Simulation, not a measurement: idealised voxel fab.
process module | voxel self aligned contacts
cross-section cut | 265 nm wide | cells 5 nm
A cross-section is a grid of square cells, given in bands from the top down. A band is one or more rows of cells.
Each band's line starts with the height of the band's top and of its bottom, in nm. Then come its materials from left to right, each with its width in nm. One material with "throughout" fills the band from edge to edge. "air" is empty space.
Height 0 is the level under which the wafer as received is all one material. The lowest band goes on downwards, as in "0 down".
A width such as "30 to 40" changes by the same amount from each row of cells to the next, from the band's top row to its bottom row.
"no change" after a step means that no cell of the cross-section changed.
closed voids: empty space of 8 cells or more with no open way to the top, each as width x height at its distance from the left edge, in nm
after a step's settings: what the simulator itself notes on the step
overlay nm, on a step with a mask: how far to the right of its planned place the mask lay; to the left if negative
plan
1 op RECEIVE | material Si
2 op CONFORMAL_DEP | material SiO2 | thk nm 5
3 op DIRECTIONAL_DEP | material polySi | thk nm 25
4 op DIRECTIONAL_DEP | material SiN | thk nm 20
5 op PATTERN | tone cover | mask id GATE | material resist | width nm 30 | pitch nm 70 | thk nm 20 | overlay nm 0
6 op DIRECTIONAL_ETCH | etch materials SiN | depth nm 20
7 op DIRECTIONAL_ETCH | etch materials polySi | depth nm 25
8 op STRIP | etch materials resist
9 op CONFORMAL_DEP | material SiN | thk nm 10
10 op DIRECTIONAL_ETCH | etch materials SiN | depth nm 10
11 op FILL_DEP | material SiO2 | thk nm 15
12 op CMP | height nm 60
13 op MASKED_ETCH | tone open | mask id CONTACT | width nm 50 | pitch nm 70 | etch materials SiO2 | depth nm 60 | overlay nm 0
14 op CONFORMAL_DEP | material TiN | thk nm 5
15 op FILL_DEP | material Ru | thk nm 10
16 op CMP | height nm 60
17 op CONFORMAL_DEP | material SiN | thk nm 5
first wafer, as planned
as received, after step 1
  0 down: Si throughout
  closed voids: none
after step 2
  5 to 0: SiO2 throughout
  below 0: unchanged
after step 3
  30 to 5: polySi throughout
  below 5: unchanged
after step 4
  50 to 30: SiN throughout
  below 30: unchanged
after step 5
  70 to 50: air 45 | resist 30 | air 40 | resist 30 | air 40 | resist 30 | air 50
  below 50: unchanged
after step 6
  70 to 50: air 45 | resist 30 | air 40 | resist 30 | air 40 | resist 30 | air 50
  50 to 30: air 45 | SiN 30 | air 40 | SiN 30 | air 40 | SiN 30 | air 50
  below 30: unchanged
after step 7
  70 to 50: air 45 | resist 30 | air 40 | resist 30 | air 40 | resist 30 | air 50
  50 to 30: air 45 | SiN 30 | air 40 | SiN 30 | air 40 | SiN 30 | air 50
  30 to 5: air 45 | polySi 30 | air 40 | polySi 30 | air 40 | polySi 30 | air 50
  below 5: unchanged
after step 8
  50 to 30: air 45 | SiN 30 | air 40 | SiN 30 | air 40 | SiN 30 | air 50
  below 30: unchanged
after step 9
  60 to 30: air 35 | SiN 50 | air 20 | SiN 50 | air 20 | SiN 50 | air 40
  30 to 15: air 35 | SiN 10 | polySi 30 | SiN 10 | air 20 | SiN 10 | polySi 30 | SiN 10 | air 20 | SiN 10 | polySi 30 | SiN 10 | air 40
  15 to 5: SiN 45 | polySi 30 | SiN 40 | polySi 30 | SiN 40 | polySi 30 | SiN 50
  below 5: unchanged
after step 10
  50 to 30: air 35 | SiN 50 | air 20 | SiN 50 | air 20 | SiN 50 | air 40
  30 to 5: air 35 | SiN 10 | polySi 30 | SiN 10 | air 20 | SiN 10 | polySi 30 | SiN 10 | air 20 | SiN 10 | polySi 30 | SiN 10 | air 40
  below 5: unchanged
after step 11
  65 to 50: SiO2 throughout
  50 to 30: SiO2 35 | SiN 50 | SiO2 20 | SiN 50 | SiO2 20 | SiN 50 | SiO2 40
  30 to 5: SiO2 35 | SiN 10 | polySi 30 | SiN 10 | SiO2 20 | SiN 10 | polySi 30 | SiN 10 | SiO2 20 | SiN 10 | polySi 30 | SiN 10 | SiO2 40
  below 5: unchanged
after step 12
  60 to 50: SiO2 throughout
  below 50: unchanged
after step 13
  60 to 50: SiO2 70 | air 50 | SiO2 20 | air 50 | SiO2 75
  50 to 30: SiO2 35 | SiN 50 | air 20 | SiN 50 | air 20 | SiN 50 | SiO2 40
  30 to 5: SiO2 35 | SiN 10 | polySi 30 | SiN 10 | air 20 | SiN 10 | polySi 30 | SiN 10 | air 20 | SiN 10 | polySi 30 | SiN 10 | SiO2 40
  5 to 0: SiO2 85 | air 20 | SiO2 50 | air 20 | SiO2 90
  below 0: unchanged
after step 14
  65 to 60: TiN 75 | air 40 | TiN 30 | air 40 | TiN 80
  60 to 50: SiO2 70 | TiN 5 to 20 | air 40 to 10 | TiN 5 to 20 | SiO2 20 | TiN 5 to 20 | air 40 to 10 | TiN 5 to 20 | SiO2 75
  50 to 30: SiO2 35 | SiN 50 | TiN 5 | air 10 | TiN 5 | SiN 50 | TiN 5 | air 10 | TiN 5 | SiN 50 | SiO2 40
  30 to 5: SiO2 35 | SiN 10 | polySi 30 | SiN 10 | TiN 5 | air 10 | TiN 5 | SiN 10 | polySi 30 | SiN 10 | TiN 5 | air 10 | TiN 5 | SiN 10 | polySi 30 | SiN 10 | SiO2 40
  5 to 0: SiO2 85 | TiN 20 | SiO2 50 | TiN 20 | SiO2 90
  below 0: unchanged
after step 15
  75 to 65: Ru throughout
  65 to 60: TiN 75 | Ru 40 | TiN 30 | Ru 40 | TiN 80
  60 to 50: SiO2 70 | TiN 5 to 20 | Ru 40 to 10 | TiN 5 to 20 | SiO2 20 | TiN 5 to 20 | Ru 40 to 10 | TiN 5 to 20 | SiO2 75
  50 to 30: SiO2 35 | SiN 50 | TiN 5 | Ru 10 | TiN 5 | SiN 50 | TiN 5 | Ru 10 | TiN 5 | SiN 50 | SiO2 40
  30 to 5: SiO2 35 | SiN 10 | polySi 30 | SiN 10 | TiN 5 | Ru 10 | TiN 5 | SiN 10 | polySi 30 | SiN 10 | TiN 5 | Ru 10 | TiN 5 | SiN 10 | polySi 30 | SiN 10 | SiO2 40
  below 5: unchanged
after step 16
  60 to 50: SiO2 70 | TiN 5 to 20 | Ru 40 to 10 | TiN 5 to 20 | SiO2 20 | TiN 5 to 20 | Ru 40 to 10 | TiN 5 to 20 | SiO2 75
  below 50: unchanged
after step 17
  65 to 60: SiN throughout
  below 60: unchanged
second wafer: like start, like plan, one mistake. Through step 12 it matches the first wafer
when step 13 should have ended
  60 to 50: air 70 | SiO2 50 | air 20 | SiO2 50 | air 75
  50 to 30: air 35 | SiN 50 | SiO2 20 | SiN 50 | SiO2 20 | SiN 50 | air 40
  30 to 5: air 35 | SiN 10 | polySi 30 | SiN 10 | SiO2 20 | SiN 10 | polySi 30 | SiN 10 | SiO2 20 | SiN 10 | polySi 30 | SiN 10 | air 40
  5 to 0: air 35 | SiO2 190 | air 40
  below 0: unchanged
when step 14 should have ended
  65 to 60: air 65 | TiN 60 | air 10 | TiN 60 | air 70
  60 to 55: air 65 | TiN 5 | SiO2 50 | TiN 5 | air 10 | TiN 5 | SiO2 50 | TiN 5 | air 70
  55 to 50: air 30 | TiN 40 | SiO2 50 | TiN 20 | SiO2 50 | TiN 40 | air 35
  50 to 30: air 30 | TiN 5 | SiN 50 | SiO2 20 | SiN 50 | SiO2 20 | SiN 50 | TiN 5 | air 35
  30 to 5: air 30 | TiN 5 | SiN 10 | polySi 30 | SiN 10 | SiO2 20 | SiN 10 | polySi 30 | SiN 10 | SiO2 20 | SiN 10 | polySi 30 | SiN 10 | TiN 5 | air 35
  5 to 0: TiN 35 | SiO2 190 | TiN 40
  below 0: unchanged
when step 15 should have ended
  75 to 65: Ru throughout
  65 to 60: Ru 65 | TiN 60 | Ru 10 | TiN 60 | Ru 70
  60 to 55: Ru 65 | TiN 5 | SiO2 50 | TiN 5 | Ru 10 | TiN 5 | SiO2 50 | TiN 5 | Ru 70
  55 to 50: Ru 30 | TiN 40 | SiO2 50 | TiN 20 | SiO2 50 | TiN 40 | Ru 35
  50 to 30: Ru 30 | TiN 5 | SiN 50 | SiO2 20 | SiN 50 | SiO2 20 | SiN 50 | TiN 5 | Ru 35
  30 to 5: Ru 30 | TiN 5 | SiN 10 | polySi 30 | SiN 10 | SiO2 20 | SiN 10 | polySi 30 | SiN 10 | SiO2 20 | SiN 10 | polySi 30 | SiN 10 | TiN 5 | Ru 35
  below 5: unchanged
when step 16 should have ended
  60 to 55: Ru 65 | TiN 5 | SiO2 50 | TiN 5 | Ru 10 | TiN 5 | SiO2 50 | TiN 5 | Ru 70
  below 55: unchanged
when step 17 should have ended
  65 to 60: SiN throughout
  below 60: unchanged
what went wrong: step 13 ran as: op MASKED_ETCH | tone cover | mask id CONTACT | width nm 50 | pitch nm 70 | etch materials SiO2 | depth nm 60 | overlay nm 0
at the end the second wafer has, in cells: 103 more of Ru | 96 fewer of SiO2 | 7 fewer of TiN
